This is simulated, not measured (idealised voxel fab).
process module | voxel ribs on slabs
Displayed cross-section: cut, width of 185 nm, square cells sized 5 nm.
A cross-section is written here as square cells arranged in a grid, and it is given in bands from the top down, each band taking up one or more rows of cells.
It is stipulated that each band's entry specify, in nanometres, the height of the top of the band and then that of its bottom, followed by the materials of the band in left-to-right sequence, each together with its width in nanometres. A single material marked by the word "edge to edge" is understood to fill the band from edge to edge; the word "empty" is understood to denote empty space.
It should be noted that heights are counted from 0, beneath which the wafer as supplied is of one material throughout, and that the lowest band possesses no lower boundary but continues downward, as written in "top 0, no bottom".
The width entry "30->40" should be interpreted row by row: the top row of cells in the band takes the first number, the bottom row takes the second number, and the change between adjacent rows is uniform throughout.
Reading "left unchanged" for a step: not a cell of the cross-section changed in it.
Look at "Sealed void list" for the closed voids: empty spaces with no open path to the top, sized 8 cells or up. Each is width x height at distance, distance from the left edge, all nm.
Note: text after step settings on the step line = simulator remark on that step.
For masked steps, "overlay nm" on the step line gives how far right of plan the mask actually lay; a minus sign means it lay to the left.
So the way this works: pairs, before and after one process step. The after picture only goes down to the lowest band that actually changed, nothing below. Step and its settings are under each pair. And watch out, pairs might come from different runs of this module, same starting wafer though, so a pair only follows on from the one above if its "Ahead of processing" entry tells you so.
### Ahead of processing
- top 0, no bottom = Si edge to edge
- Sealed void list: none
### Post-Step Cross-Section
- top 30, bottom 0 = SiO2 edge to edge
- Below a height of 0, the structure has not been altered.
- Sealed void list: none
What sits between those two cross-sections? DIRECTIONAL_DEP (material SiO2; thk nm 30)
Ahead of processing: see preceding pair, after cross-section.
### Post-Step Cross-Section
- top 50, bottom 30 = polySi edge to edge
- Below a height of 30, the structure has not been altered.
- Sealed void list: none
What sits between those two cross-sections? DIRECTIONAL_DEP (material polySi; thk nm 20)
Ahead of processing: see preceding pair, after cross-section.
### Post-Step Cross-Section
- top 50, bottom 45 = 80 empty; 20 polySi; 85 empty
- Below a height of 45, the structure has not been altered.
- Sealed void list: none
What sits between those two cross-sections? MASKED_ETCH (tone cover; mask id RIB; width nm 20; etch materials polySi; depth nm 5; overlay nm 0)
Ahead of processing: see preceding pair, after cross-section.
### Post-Step Cross-Section
- top 65, bottom 60 = 80 empty; 20 aC; 85 empty
- top 60, bottom 50 = aC edge to edge
- top 50, bottom 45 = 80 aC; 20 polySi; 85 aC
- Below a height of 45, the structure has not been altered.
- Sealed void list: none
What sits between those two cross-sections? DIRECTIONAL_DEP (material aC; thk nm 15)
Ahead of processing: see preceding pair, after cross-section.
### Post-Step Cross-Section
- top 95, bottom 65 = 65 empty; 50 resist; 70 empty
- top 65, bottom 60 = 65 empty; 15 resist; 20 aC; 15 resist; 70 empty
- Below a height of 60, the structure has not been altered.
- Sealed void list: none
What sits between those two cross-sections? PATTERN (tone cover; mask id SLAB; material resist; width nm 50; thk nm 30; overlay nm 0)
Ahead of processing: see preceding pair, after cross-section.
### Post-Step Cross-Section
- top 80, bottom 65 = 65 empty; 50 resist; 70 empty
- top 65, bottom 60 = 65 empty; 15 resist; 20 aC; 15 resist; 70 empty
- top 60, bottom 50 = 65 empty; 50 aC; 70 empty
- top 50, bottom 45 = 65 empty; 15 aC; 20 polySi; 15 aC; 70 empty
- Below a height of 45, the structure has not been altered.
- Sealed void list: none
What sits between those two cross-sections? DIRECTIONAL_ETCH (etch materials aC; depth nm 15)
Ahead of processing: see preceding pair, after cross-section.
### Post-Step Cross-Section
- top 65, bottom 60 = 80 empty; 20 aC; 85 empty
- Below a height of 60, the structure has not been altered.
- Sealed void list: none
What sits between those two cross-sections? STRIP (etch materials resist)
Ahead of processing: see preceding pair, after cross-section.
### Post-Step Cross-Section
- top 65, bottom 60 = 80 empty; 20 aC; 85 empty
- top 60, bottom 50 = 65 empty; 50 aC; 70 empty
- top 50, bottom 45 = 65 empty; 15 aC; 20 polySi; 15 aC; 70 empty
- top 45, bottom 30 = 65 empty; 50 polySi; 70 empty
- Below a height of 30, the structure has not been altered.
- Sealed void list: none
What sits between those two cross-sections? DIRECTIONAL_ETCH (etch materials polySi; depth nm 15)
Ahead of processing: see preceding pair, after cross-section.
### Post-Step Cross-Section
- top 50, bottom 45 = 80 empty; 20 polySi; 85 empty
- Below a height of 45, the structure has not been altered.
- Sealed void list: none
What sits between those two cross-sections? STRIP (etch materials aC)
Ahead of processing: see preceding pair, after cross-section.
### Post-Step Cross-Section
- top 70, bottom 50 = SiO2 edge to edge
- top 50, bottom 45 = 80 SiO2; 20 polySi; 85 SiO2
- top 45, bottom 30 = 65 SiO2; 50 polySi; 70 SiO2
- Below a height of 30, the structure has not been altered.
- Sealed void list: none
What sits between those two cross-sections? FILL_DEP (material SiO2; thk nm 20)
Ahead of processing: see preceding pair, after cross-section.
### Post-Step Cross-Section
- top 60, bottom 50 = SiO2 edge to edge
- Below a height of 50, the structure has not been altered.
- Sealed void list: none
What sits between those two cross-sections? CMP (height nm 60)
Ahead of processing: see preceding pair, after cross-section.
### Post-Step Cross-Section
- top 65, bottom 60 = W edge to edge
- Below a height of 60, the structure has not been altered.
- Sealed void list: none
What sits between those two cross-sections? DIRECTIONAL_DEP (material W; thk nm 5)
Ahead of processing: see preceding pair, after cross-section.
### Post-Step Cross-Section
- top 65, bottom 60 = 75 empty; 30 W; 80 empty
- Below a height of 60, the structure has not been altered.
- Sealed void list: none
What sits between those two cross-sections? MASKED_ETCH (tone cover; mask id HEATER; width nm 30; etch materials W; depth nm 5; overlay nm 0)
Ahead of processing: see preceding pair, after cross-section.
### Post-Step Cross-Section
- top 70, bottom 65 = 70 empty; 40 SiO2; 75 empty
- top 65, bottom 60 = 75 SiO2; 30 W; 80 SiO2
- Below a height of 60, the structure has not been altered.
- Sealed void list: none
What sits between those two cross-sections? CONFORMAL_DEP (material SiO2; thk nm 5)
### Ahead of processing
- top 50, bottom 30 = polySi edge to edge
- top 30, bottom 0 = SiO2 edge to edge
- top 0, no bottom = Si edge to edge
- Sealed void list: none
### Post-Step Cross-Section
- top 70, bottom 30 = polySi edge to edge
- Below a height of 30, the structure has not been altered.
- Sealed void list: none
What sits between those two cross-sections? DIRECTIONAL_DEP (material polySi; thk nm 20)
Ahead of processing: see preceding pair, after cross-section.
### Post-Step Cross-Section
- top 70, bottom 65 = 80 empty; 20 polySi; 85 empty
- Below a height of 65, the structure has not been altered.
- Sealed void list: none
What sits between those two cross-sections? MASKED_ETCH (tone cover; mask id RIB; width nm 20; etch materials polySi; depth nm 5; overlay nm 0)
Ahead of processing: see preceding pair, after cross-section.
### Post-Step Cross-Section
- top 85, bottom 80 = 80 empty; 20 aC; 85 empty
- top 80, bottom 70 = aC edge to edge
- top 70, bottom 65 = 80 aC; 20 polySi; 85 aC
- Below a height of 65, the structure has not been altered.
- Sealed void list: none
What sits between those two cross-sections? DIRECTIONAL_DEP (material aC; thk nm 15)
Ahead of processing: see preceding pair, after cross-section.
### Post-Step Cross-Section
- top 115, bottom 85 = 65 empty; 50 resist; 70 empty
- top 85, bottom 80 = 65 empty; 15 resist; 20 aC; 15 resist; 70 empty
- Below a height of 80, the structure has not been altered.
- Sealed void list: none
What sits between those two cross-sections? PATTERN (tone cover; mask id SLAB; material resist; width nm 50; thk nm 30; overlay nm 0)
Ahead of processing: see preceding pair, after cross-section.
### Post-Step Cross-Section
- top 100, bottom 85 = 65 empty; 50 resist; 70 empty
- top 85, bottom 80 = 65 empty; 15 resist; 20 aC; 15 resist; 70 empty
- top 80, bottom 70 = 65 empty; 50 aC; 70 empty
- top 70, bottom 65 = 65 empty; 15 aC; 20 polySi; 15 aC; 70 empty
- Below a height of 65, the structure has not been altered.
- Sealed void list: none
What sits between those two cross-sections? DIRECTIONAL_ETCH (etch materials aC; depth nm 15)
Ahead of processing: see preceding pair, after cross-section.
### Post-Step Cross-Section
- top 85, bottom 80 = 80 empty; 20 aC; 85 empty
- Below a height of 80, the structure has not been altered.
- Sealed void list: none
What sits between those two cross-sections? STRIP (etch materials resist)
Ahead of processing: see preceding pair, after cross-section.
### Post-Step Cross-Section
- top 85, bottom 80 = 80 empty; 20 aC; 85 empty
- top 80, bottom 70 = 65 empty; 50 aC; 70 empty
- top 70, bottom 65 = 65 empty; 15 aC; 20 polySi; 15 aC; 70 empty
- top 65, bottom 50 = 65 empty; 50 polySi; 70 empty
- Below a height of 50, the structure has not been altered.
- Sealed void list: none
What sits between those two cross-sections? DIRECTIONAL_ETCH (etch materials polySi; depth nm 15)
Ahead of processing: see preceding pair, after cross-section.
### Post-Step Cross-Section
- top 70, bottom 65 = 80 empty; 20 polySi; 85 empty
- Below a height of 65, the structure has not been altered.
- Sealed void list: none
What sits between those two cross-sections? STRIP (etch materials aC)
Ahead of processing: see preceding pair, after cross-section.
### Post-Step Cross-Section
- top 90, bottom 70 = SiO2 edge to edge
- top 70, bottom 65 = 80 SiO2; 20 polySi; 85 SiO2
- top 65, bottom 50 = 65 SiO2; 50 polySi; 70 SiO2
- Below a height of 50, the structure has not been altered.
- Sealed void list: none
What sits between those two cross-sections? FILL_DEP (material SiO2; thk nm 20)
Ahead of processing: see preceding pair, after cross-section.
### Post-Step Cross-Section
- top 60, bottom 50 = 65 SiO2; 50 polySi; 70 SiO2
- Below a height of 50, the structure has not been altered.
- Sealed void list: none
What sits between those two cross-sections? CMP (height nm 60)
Ahead of processing: see preceding pair, after cross-section.
### Post-Step Cross-Section
- top 65, bottom 60 = W edge to edge
- Below a height of 60, the structure has not been altered.
- Sealed void list: none
What sits between those two cross-sections? DIRECTIONAL_DEP (material W; thk nm 5)
Ahead of processing: see preceding pair, after cross-section.
### Post-Step Cross-Section
- top 65, bottom 60 = 75 empty; 30 W; 80 empty
- Below a height of 60, the structure has not been altered.
- Sealed void list: none
What sits between those two cross-sections? MASKED_ETCH (tone cover; mask id HEATER; width nm 30; etch materials W; depth nm 5; overlay nm 0)
Ahead of processing: see preceding pair, after cross-section.
### Post-Step Cross-Section
- top 70, bottom 65 = 70 empty; 40 SiO2; 75 empty
- top 65, bottom 60 = 75 SiO2; 30 W; 80 SiO2
- Below a height of 60, the structure has not been altered.
- Sealed void list: none
What sits between those two cross-sections? CONFORMAL_DEP (material SiO2; thk nm 5)
### Ahead of processing
- top 0, no bottom = Si edge to edge
- Sealed void list: none
### Post-Step Cross-Section
- top 20, bottom 0 = polySi edge to edge
- Below a height of 0, the structure has not been altered.
- Sealed void list: none
What sits between those two cross-sections? DIRECTIONAL_DEP (material polySi; thk nm 20)
Ahead of processing: see preceding pair, after cross-section.
### Post-Step Cross-Section
- top 50, bottom 20 = SiO2 edge to edge
- Below a height of 20, the structure has not been altered.
- Sealed void list: none
What sits between those two cross-sections? DIRECTIONAL_DEP (material SiO2; thk nm 30)
Ahead of processing: see preceding pair, after cross-section.
### Post-Step Cross-Section
- top 65, bottom 50 = aC edge to edge
- Below a height of 50, the structure has not been altered.
- Sealed void list: none
What sits between those two cross-sections? DIRECTIONAL_DEP (material aC; thk nm 15)
Ahead of processing: see preceding pair, after cross-section.
### Post-Step Cross-Section
- top 95, bottom 65 = 65 empty; 50 resist; 70 empty
- Below a height of 65, the structure has not been altered.
- Sealed void list: none
What sits between those two cross-sections? PATTERN (tone cover; mask id SLAB; material resist; width nm 50; thk nm 30; overlay nm 0)
Ahead of processing: see preceding pair, after cross-section.
### Post-Step Cross-Section
- top 80, bottom 65 = 65 empty; 50 resist; 70 empty
- top 65, bottom 50 = 65 empty; 50 aC; 70 empty
- Below a height of 50, the structure has not been altered.
- Sealed void list: none
What sits between those two cross-sections? DIRECTIONAL_ETCH (etch materials aC; depth nm 15)
Ahead of processing: see preceding pair, after cross-section.
### Post-Step Cross-Section
- top 65, bottom 50 = 65 empty; 50 aC; 70 empty
- Below a height of 50, the structure has not been altered.
- Sealed void list: none
What sits between those two cross-sections? STRIP (etch materials resist)
Ahead of processing: see preceding pair, after cross-section.
### Post-Step Cross-Section
- top 50, bottom 20 = SiO2 edge to edge
- Below a height of 20, the structure has not been altered.
- Sealed void list: none
What sits between those two cross-sections? STRIP (etch materials aC)
Ahead of processing: see preceding pair, after cross-section.
### Post-Step Cross-Section
- top 70, bottom 20 = SiO2 edge to edge
- Below a height of 20, the structure has not been altered.
- Sealed void list: none
What sits between those two cross-sections? FILL_DEP (material SiO2; thk nm 20)
Ahead of processing: see preceding pair, after cross-section.
### Post-Step Cross-Section
- top 60, bottom 20 = SiO2 edge to edge
- Below a height of 20, the structure has not been altered.
- Sealed void list: none
What sits between those two cross-sections? CMP (height nm 60)
Ahead of processing: see preceding pair, after cross-section.
### Post-Step Cross-Section
- top 65, bottom 60 = W edge to edge
- Below a height of 60, the structure has not been altered.
- Sealed void list: none
What sits between those two cross-sections? DIRECTIONAL_DEP (material W; thk nm 5)
Ahead of processing: see preceding pair, after cross-section.
### Post-Step Cross-Section
- top 65, bottom 60 = 75 empty; 30 W; 80 empty
- Below a height of 60, the structure has not been altered.
- Sealed void list: none
What sits between those two cross-sections? MASKED_ETCH (tone cover; mask id HEATER; width nm 30; etch materials W; depth nm 5; overlay nm 0)
Ahead of processing: see preceding pair, after cross-section.
### Post-Step Cross-Section
- top 70, bottom 65 = 70 empty; 40 SiO2; 75 empty
- top 65, bottom 60 = 75 SiO2; 30 W; 80 SiO2
- Below a height of 60, the structure has not been altered.
- Sealed void list: none
What sits between those two cross-sections? CONFORMAL_DEP (material SiO2; thk nm 5)
### Ahead of processing
- top 30, bottom 0 = SiO2 edge to edge
- top 0, no bottom = Si edge to edge
- Sealed void list: none
### Post-Step Cross-Section
- top 45, bottom 30 = polySi edge to edge
- Below a height of 30, the structure has not been altered.
- Sealed void list: none
What sits between those two cross-sections? DIRECTIONAL_DEP (material polySi; thk nm 15)
Ahead of processing: see preceding pair, after cross-section.
### Post-Step Cross-Section
- top 45, bottom 40 = 80 empty; 20 polySi; 85 empty
- Below a height of 40, the structure has not been altered.
- Sealed void list: none
What sits between those two cross-sections? MASKED_ETCH (tone cover; mask id RIB; width nm 20; etch materials polySi; depth nm 5; overlay nm 0)
Ahead of processing: see preceding pair, after cross-section.
### Post-Step Cross-Section
- top 60, bottom 55 = 80 empty; 20 aC; 85 empty
- top 55, bottom 45 = aC edge to edge
- top 45, bottom 40 = 80 aC; 20 polySi; 85 aC
- Below a height of 40, the structure has not been altered.
- Sealed void list: none
What sits between those two cross-sections? DIRECTIONAL_DEP (material aC; thk nm 15)
Ahead of processing: see preceding pair, after cross-section.
### Post-Step Cross-Section
- top 90, bottom 60 = 65 empty; 50 resist; 70 empty
- top 60, bottom 55 = 65 empty; 15 resist; 20 aC; 15 resist; 70 empty
- Below a height of 55, the structure has not been altered.
- Sealed void list: none
What sits between those two cross-sections? PATTERN (tone cover; mask id SLAB; material resist; width nm 50; thk nm 30; overlay nm 0)
Ahead of processing: see preceding pair, after cross-section.
### Post-Step Cross-Section
- top 75, bottom 60 = 65 empty; 50 resist; 70 empty
- top 60, bottom 55 = 65 empty; 15 resist; 20 aC; 15 resist; 70 empty
- top 55, bottom 45 = 65 empty; 50 aC; 70 empty
- top 45, bottom 40 = 65 empty; 15 aC; 20 polySi; 15 aC; 70 empty
- Below a height of 40, the structure has not been altered.
- Sealed void list: none
What sits between those two cross-sections? DIRECTIONAL_ETCH (etch materials aC; depth nm 15)
Ahead of processing: see preceding pair, after cross-section.
### Post-Step Cross-Section
- top 60, bottom 55 = 80 empty; 20 aC; 85 empty
- Below a height of 55, the structure has not been altered.
- Sealed void list: none
What sits between those two cross-sections? STRIP (etch materials resist)
Ahead of processing: see preceding pair, after cross-section.
### Post-Step Cross-Section
- top 60, bottom 55 = 80 empty; 20 aC; 85 empty
- top 55, bottom 45 = 65 empty; 50 aC; 70 empty
- top 45, bottom 40 = 65 empty; 15 aC; 20 polySi; 15 aC; 70 empty
- top 40, bottom 30 = 65 empty; 50 polySi; 70 empty
- Below a height of 30, the structure has not been altered.
- Sealed void list: none
What sits between those two cross-sections? DIRECTIONAL_ETCH (etch materials polySi; depth nm 15)
Ahead of processing: see preceding pair, after cross-section.
### Post-Step Cross-Section
- top 45, bottom 40 = 80 empty; 20 polySi; 85 empty
- Below a height of 40, the structure has not been altered.
- Sealed void list: none
What sits between those two cross-sections? STRIP (etch materials aC)
Ahead of processing: see preceding pair, after cross-section.
### Post-Step Cross-Section
- top 65, bottom 45 = SiO2 edge to edge
- top 45, bottom 40 = 80 SiO2; 20 polySi; 85 SiO2
- top 40, bottom 30 = 65 SiO2; 50 polySi; 70 SiO2
- Below a height of 30, the structure has not been altered.
- Sealed void list: none
What sits between those two cross-sections? FILL_DEP (material SiO2; thk nm 20)
Ahead of processing: see preceding pair, after cross-section.
### Post-Step Cross-Section
- top 60, bottom 45 = SiO2 edge to edge
- Below a height of 45, the structure has not been altered.
- Sealed void list: none
What sits between those two cross-sections? CMP (height nm 60)
Ahead of processing: see preceding pair, after cross-section.
### Post-Step Cross-Section
- top 65, bottom 60 = W edge to edge
- Below a height of 60, the structure has not been altered.
- Sealed void list: none
What sits between those two cross-sections? DIRECTIONAL_DEP (material W; thk nm 5)
Ahead of processing: see preceding pair, after cross-section.
### Post-Step Cross-Section
- top 65, bottom 60 = 75 empty; 30 W; 80 empty
- Below a height of 60, the structure has not been altered.
- Sealed void list: none
What sits between those two cross-sections? MASKED_ETCH (tone cover; mask id HEATER; width nm 30; etch materials W; depth nm 5; overlay nm 0)
Ahead of processing: see preceding pair, after cross-section.
### Post-Step Cross-Section
- top 70, bottom 65 = 70 empty; 40 SiO2; 75 empty
- top 65, bottom 60 = 75 SiO2; 30 W; 80 SiO2
- Below a height of 60, the structure has not been altered.
- Sealed void list: none
What sits between those two cross-sections? CONFORMAL_DEP (material SiO2; thk nm 5)
### Ahead of processing
- top 50, bottom 30 = polySi edge to edge
- top 30, bottom 0 = SiO2 edge to edge
- top 0, no bottom = Si edge to edge
- Sealed void list: none
### Post-Step Cross-Section
- top 50, bottom 45 = 80 empty; 25 polySi; 80 empty
- Below a height of 45, the structure has not been altered.
- Sealed void list: none
What sits between those two cross-sections? MASKED_ETCH (tone cover; mask id RIB; width nm 25; etch materials polySi; depth nm 5; overlay nm 0)
Ahead of processing: see preceding pair, after cross-section.
### Post-Step Cross-Section
- top 65, bottom 60 = 80 empty; 25 aC; 80 empty
- top 60, bottom 50 = aC edge to edge
- top 50, bottom 45 = 80 aC; 25 polySi; 80 aC
- Below a height of 45, the structure has not been altered.
- Sealed void list: none
What sits between those two cross-sections? DIRECTIONAL_DEP (material aC; thk nm 15)
Ahead of processing: see preceding pair, after cross-section.
### Post-Step Cross-Section
- top 95, bottom 65 = 65 empty; 50 resist; 70 empty
- top 65, bottom 60 = 65 empty; 15 resist; 25 aC; 10 resist; 70 empty
- Below a height of 60, the structure has not been altered.
- Sealed void list: none
What sits between those two cross-sections? PATTERN (tone cover; mask id SLAB; material resist; width nm 50; thk nm 30; overlay nm 0)
Ahead of processing: see preceding pair, after cross-section.
### Post-Step Cross-Section
- top 80, bottom 65 = 65 empty; 50 resist; 70 empty
- top 65, bottom 60 = 65 empty; 15 resist; 25 aC; 10 resist; 70 empty
- top 60, bottom 50 = 65 empty; 50 aC; 70 empty
- top 50, bottom 45 = 65 empty; 15 aC; 25 polySi; 10 aC; 70 empty
- Below a height of 45, the structure has not been altered.
- Sealed void list: none
What sits between those two cross-sections? DIRECTIONAL_ETCH (etch materials aC; depth nm 15)
Ahead of processing: see preceding pair, after cross-section.
### Post-Step Cross-Section
- top 65, bottom 60 = 80 empty; 25 aC; 80 empty
- Below a height of 60, the structure has not been altered.
- Sealed void list: none
What sits between those two cross-sections? STRIP (etch materials resist)
Ahead of processing: see preceding pair, after cross-section.
### Post-Step Cross-Section
- top 65, bottom 60 = 80 empty; 25 aC; 80 empty
- top 60, bottom 50 = 65 empty; 50 aC; 70 empty
- top 50, bottom 45 = 65 empty; 15 aC; 25 polySi; 10 aC; 70 empty
- top 45, bottom 30 = 65 empty; 50 polySi; 70 empty
- Below a height of 30, the structure has not been altered.
- Sealed void list: none
What sits between those two cross-sections? DIRECTIONAL_ETCH (etch materials polySi; depth nm 15)
Ahead of processing: see preceding pair, after cross-section.
### Post-Step Cross-Section
- top 50, bottom 45 = 80 empty; 25 polySi; 80 empty
- Below a height of 45, the structure has not been altered.
- Sealed void list: none
What sits between those two cross-sections? STRIP (etch materials aC)
Ahead of processing: see preceding pair, after cross-section.
### Post-Step Cross-Section
- top 70, bottom 50 = SiO2 edge to edge
- top 50, bottom 45 = 80 SiO2; 25 polySi; 80 SiO2
- top 45, bottom 30 = 65 SiO2; 50 polySi; 70 SiO2
- Below a height of 30, the structure has not been altered.
- Sealed void list: none
What sits between those two cross-sections? FILL_DEP (material SiO2; thk nm 20)
Ahead of processing: see preceding pair, after cross-section.
### Post-Step Cross-Section
- top 60, bottom 50 = SiO2 edge to edge
- Below a height of 50, the structure has not been altered.
- Sealed void list: none
What sits between those two cross-sections? CMP (height nm 60)
Ahead of processing: see preceding pair, after cross-section.
### Post-Step Cross-Section
- top 65, bottom 60 = W edge to edge
- Below a height of 60, the structure has not been altered.
- Sealed void list: none
What sits between those two cross-sections? DIRECTIONAL_DEP (material W; thk nm 5)
Ahead of processing: see preceding pair, after cross-section.
### Post-Step Cross-Section
- top 65, bottom 60 = 75 empty; 30 W; 80 empty
- Below a height of 60, the structure has not been altered.
- Sealed void list: none
What sits between those two cross-sections? MASKED_ETCH (tone cover; mask id HEATER; width nm 30; etch materials W; depth nm 5; overlay nm 0)
Ahead of processing: see preceding pair, after cross-section.
### Post-Step Cross-Section
- top 70, bottom 65 = 70 empty; 40 SiO2; 75 empty
- top 65, bottom 60 = 75 SiO2; 30 W; 80 SiO2
- Below a height of 60, the structure has not been altered.
- Sealed void list: none
What sits between those two cross-sections? CONFORMAL_DEP (material SiO2; thk nm 5)
### Ahead of processing
- top 65, bottom 60 = W edge to edge
- top 60, bottom 50 = SiO2 edge to edge
- top 50, bottom 45 = 80 SiO2; 20 polySi; 85 SiO2
- top 45, bottom 30 = 65 SiO2; 50 polySi; 70 SiO2
- top 30, bottom 0 = SiO2 edge to edge
- top 0, no bottom = Si edge to edge
- Sealed void list: none
### Post-Step Cross-Section
- top 65, bottom 60 = 80 empty; 30 W; 75 empty
- Below a height of 60, the structure has not been altered.
- Sealed void list: none
What sits between those two cross-sections? MASKED_ETCH (tone cover; mask id HEATER; width nm 30; etch materials W; depth nm 5; overlay nm 5)
Ahead of processing: see preceding pair, after cross-section.
### Post-Step Cross-Section
- top 70, bottom 65 = 75 empty; 40 SiO2; 70 empty
- top 65, bottom 60 = 80 SiO2; 30 W; 75 SiO2
- Below a height of 60, the structure has not been altered.
- Sealed void list: none
What sits between those two cross-sections? CONFORMAL_DEP (material SiO2; thk nm 5)
### Ahead of processing
- top 50, bottom 45 = 80 empty; 20 polySi; 85 empty
- top 45, bottom 30 = 65 empty; 50 polySi; 70 empty
- top 30, bottom 0 = SiO2 edge to edge
- top 0, no bottom = Si edge to edge
- Sealed void list: none
### Post-Step Cross-Section
- top 70, bottom 50 = aC edge to edge
- top 50, bottom 45 = 80 aC; 20 polySi; 85 aC
- top 45, bottom 30 = 65 aC; 50 polySi; 70 aC
- Below a height of 30, the structure has not been altered.
- Sealed void list: none
What sits between those two cross-sections? FILL_DEP (material aC; thk nm 20)
Ahead of processing: see preceding pair, after cross-section.
### Post-Step Cross-Section
- top 60, bottom 50 = aC edge to edge
- Below a height of 50, the structure has not been altered.
- Sealed void list: none
What sits between those two cross-sections? CMP (height nm 60)
Ahead of processing: see preceding pair, after cross-section.
### Post-Step Cross-Section
- top 65, bottom 60 = W edge to edge
- Below a height of 60, the structure has not been altered.
- Sealed void list: none
What sits between those two cross-sections? DIRECTIONAL_DEP (material W; thk nm 5)
Ahead of processing: see preceding pair, after cross-section.
### Post-Step Cross-Section
- top 65, bottom 60 = 75 empty; 30 W; 80 empty
- Below a height of 60, the structure has not been altered.
- Sealed void list: none
What sits between those two cross-sections? MASKED_ETCH (tone cover; mask id HEATER; width nm 30; etch materials W; depth nm 5; overlay nm 0)
Ahead of processing: see preceding pair, after cross-section.
### Post-Step Cross-Section
- top 70, bottom 65 = 70 empty; 40 SiO2; 75 empty
- top 65, bottom 60 = 75 SiO2; 30 W; 80 SiO2
- Below a height of 60, the structure has not been altered.
- Sealed void list: none
What sits between those two cross-sections? CONFORMAL_DEP (material SiO2; thk nm 5)
### Ahead of processing
- top 65, bottom 60 = W edge to edge
- top 60, bottom 50 = SiO2 edge to edge
- top 50, bottom 45 = 80 SiO2; 20 polySi; 85 SiO2
- top 45, bottom 30 = 65 SiO2; 50 polySi; 70 SiO2
- top 30, bottom 0 = SiO2 edge to edge
- top 0, no bottom = Si edge to edge
- Sealed void list: none
### Post-Step Cross-Section
- top 65, bottom 60 = 75 W; 30 empty; 80 W
- Below a height of 60, the structure has not been altered.
- Sealed void list: none
What sits between those two cross-sections? MASKED_ETCH (tone open; mask id HEATER; width nm 30; etch materials W; depth nm 5; overlay nm 0)
Ahead of processing: see preceding pair, after cross-section.
### Post-Step Cross-Section
- top 70, bottom 65 = 80 SiO2; 20 empty; 85 SiO2
- top 65, bottom 60 = 75 W; 30 SiO2; 80 W
- Below a height of 60, the structure has not been altered.
- Sealed void list: none
What sits between those two cross-sections? CONFORMAL_DEP (material SiO2; thk nm 5)
